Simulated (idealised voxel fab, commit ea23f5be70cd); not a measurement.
The process module presented herein is designated voxel wiring stack.
cross-section cut | 165 nm wide | cells 5 nm
Notation: cross-section as square-cell grid; stated in bands, top first, going down; one or more cell rows per band. Top height, bottom height, nm. Materials left to right, width each, nm. Single material + "all across" = fills band edge to edge. "empty" = empty. We count height from 0. Below that, the starting wafer is all one material. The lowest band never ends at the bottom but goes on down; see "top 0, no bottom" for how that is written. The width entry "30..40" should be interpreted row by row: the top row of cells in the band takes the first number, the bottom row takes the second number, and the change between adjacent rows is uniform throughout. Where a step carries "nothing got changed", the cross-section came out of it unchanged, cell for cell. Each empty space that has no open way to the top and spans at least 8 cells appears under "Trapped voids" as width x height at distance, the distance counted from the left edge, all in nm. after a step's settings: what the simulator itself notes on the step. overlay nm: where the mask lay relative to plan, measured to the right, on steps with a mask; negatives go left.
**Set out below are the planned steps of the process**
| 1 | RECEIVE with material Si |
| 2 | CONFORMAL_DEP with material SiO2, thk nm 10 |
| 3 | CONFORMAL_DEP with material SiCN, thk nm 5 |
| 4 | DIRECTIONAL_DEP with material SiO2, thk nm 25 |
| 5 | DIRECTIONAL_DEP with material aC, thk nm 10 |
| 6 | PATTERN with tone open, mask id METAL_1, material resist, width nm 30, pitch nm 45, thk nm 25, overlay nm 0 |
| 7 | DIRECTIONAL_ETCH with etch materials aC, depth nm 10 |
| 8 | STRIP with etch materials resist |
| 9 | DIRECTIONAL_ETCH with etch materials SiO2, depth nm 25 |
| 10 | DIRECTIONAL_ETCH with etch materials SiCN, depth nm 5 |
| 11 | STRIP with etch materials aC |
| 12 | CONFORMAL_DEP with material TiN, thk nm 5 |
| 13 | FILL_DEP with material W, thk nm 5 |
| 14 | CMP with height nm 40 |
| 15 | CONFORMAL_DEP with material SiCN, thk nm 5 |
| 16 | DIRECTIONAL_DEP with material lowk, thk nm 15 |
| 17 | DIRECTIONAL_DEP with material aC, thk nm 15 |
| 18 | PATTERN with tone open, mask id PLUG_1, material resist, width nm 15, pitch nm 90, thk nm 35, overlay nm 0 |
| 19 | DIRECTIONAL_ETCH with etch materials aC, depth nm 15 |
| 20 | STRIP with etch materials resist |
| 21 | DIRECTIONAL_ETCH with etch materials lowk, depth nm 15 |
| 22 | DIRECTIONAL_ETCH with etch materials SiCN, depth nm 5 |
| 23 | STRIP with etch materials aC |
| 24 | EPI with material Ru, thk nm 10 |
| 25 | EPI with material Ru, thk nm 10 |
| 26 | DIRECTIONAL_DEP with material TiN, thk nm 5 |
| 27 | DIRECTIONAL_DEP with material W, thk nm 25 |
| 28 | MASKED_ETCH with tone cover, mask id METAL_2, width nm 30, pitch nm 45, etch materials W, depth nm 25, overlay nm 0 |
| 29 | MASKED_ETCH with tone cover, mask id METAL_2, width nm 30, pitch nm 45, etch materials TiN, depth nm 5, overlay nm 0 |
| 30 | CONFORMAL_DEP with material SiCN, thk nm 5 |
| 31 | FILL_DEP with material SiO2, thk nm 5 |
| 32 | CMP with height nm 90 |
| 33 | CONFORMAL_DEP with material SiCN, thk nm 5 |
| 34 | DIRECTIONAL_DEP with material lowk, thk nm 25 |
| 35 | DIRECTIONAL_DEP with material aC, thk nm 15 |
| 36 | PATTERN with tone open, mask id METAL_3_HOLES, material resist, width nm 15, pitch nm 45, thk nm 35, overlay nm 0 |
| 37 | DIRECTIONAL_ETCH with etch materials aC, depth nm 15 |
| 38 | STRIP with etch materials resist |
| 39 | DIRECTIONAL_ETCH with etch materials lowk, depth nm 25 |
| 40 | STRIP with etch materials aC |
| 41 | PATTERN with tone open, mask id METAL_3, material resist, width nm 30, pitch nm 45, thk nm 15, overlay nm 0 |
| 42 | DIRECTIONAL_ETCH with etch materials lowk, depth nm 15 |
| 43 | DIRECTIONAL_ETCH with etch materials SiCN, depth nm 5 |
| 44 | STRIP with etch materials resist |
| 45 | CONFORMAL_DEP with material TiN, thk nm 5 |
| 46 | FILL_DEP with material Cu, thk nm 5 |
| 47 | CMP with height nm 120 |
| 48 | CONFORMAL_DEP with material SiCN, thk nm 5 |
**Step 1 complete: cross-section of the wafer as received**
* top 0, no bottom = Si all across
* Trapped voids: none
**Look at the cross-section after the module: the wafer started out the way shown above and the plan was the one shown above, yet one mistake was made along the way**
* top 125, bottom 120 = SiCN all across
* top 120, bottom 110 = lowk: 20; TiN: 5; Cu: 20; TiN: 5; lowk: 15; TiN: 5; Cu: 20; TiN: 5; lowk: 15; TiN: 5; Cu: 20; TiN: 5; lowk: 25
* top 110, bottom 105 = lowk: 20; TiN: 5; Cu: 5; TiN: 20; lowk: 15; TiN: 5; Cu: 5; TiN: 20; lowk: 15; TiN: 5; Cu: 5; TiN: 20; lowk: 25
* top 105, bottom 95 = lowk: 20; TiN: 5; Cu: 5; TiN: 5; lowk: 30; TiN: 5; Cu: 5; TiN: 5; lowk: 30; TiN: 5; Cu: 5; TiN: 5; lowk: 40
* top 95, bottom 90 = SiCN: 20; TiN: 15; SiCN: 30; TiN: 15; SiCN: 30; TiN: 15; SiCN: 40
* top 90, bottom 65 = lowk: 15; SiCN: 5; W: 30; SiCN: 5; lowk: 5; SiCN: 5; W: 30; SiCN: 5; lowk: 5; SiCN: 5; W: 30; SiCN: 5; lowk: 20
* top 65, bottom 60 = SiCN: 20; TiN: 30; SiCN: 15; TiN: 30; SiCN: 15; TiN: 30; SiCN: 25
* top 60, bottom 45 = lowk: 20; Ru: 15; lowk: 75; Ru: 15; lowk: 40
* top 45, bottom 40 = SiCN: 20; Ru: 15; SiCN: 75; Ru: 15; SiCN: 40
* top 40, bottom 15 = SiO2: 20; TiN: 5; W: 20; TiN: 5; SiO2: 15; TiN: 5; W: 20; TiN: 5; SiO2: 15; TiN: 5; W: 20; TiN: 5; SiO2: 25
* top 15, bottom 10 = SiCN: 20; TiN: 30; SiCN: 15; TiN: 30; SiCN: 15; TiN: 30; SiCN: 25
* top 10, bottom 0 = SiO2 all across
* top 0, no bottom = Si all across
* Trapped voids: none
Processing error: note that step 31 departed from the planned setting and was carried out as FILL_DEP with material lowk, thk nm 5
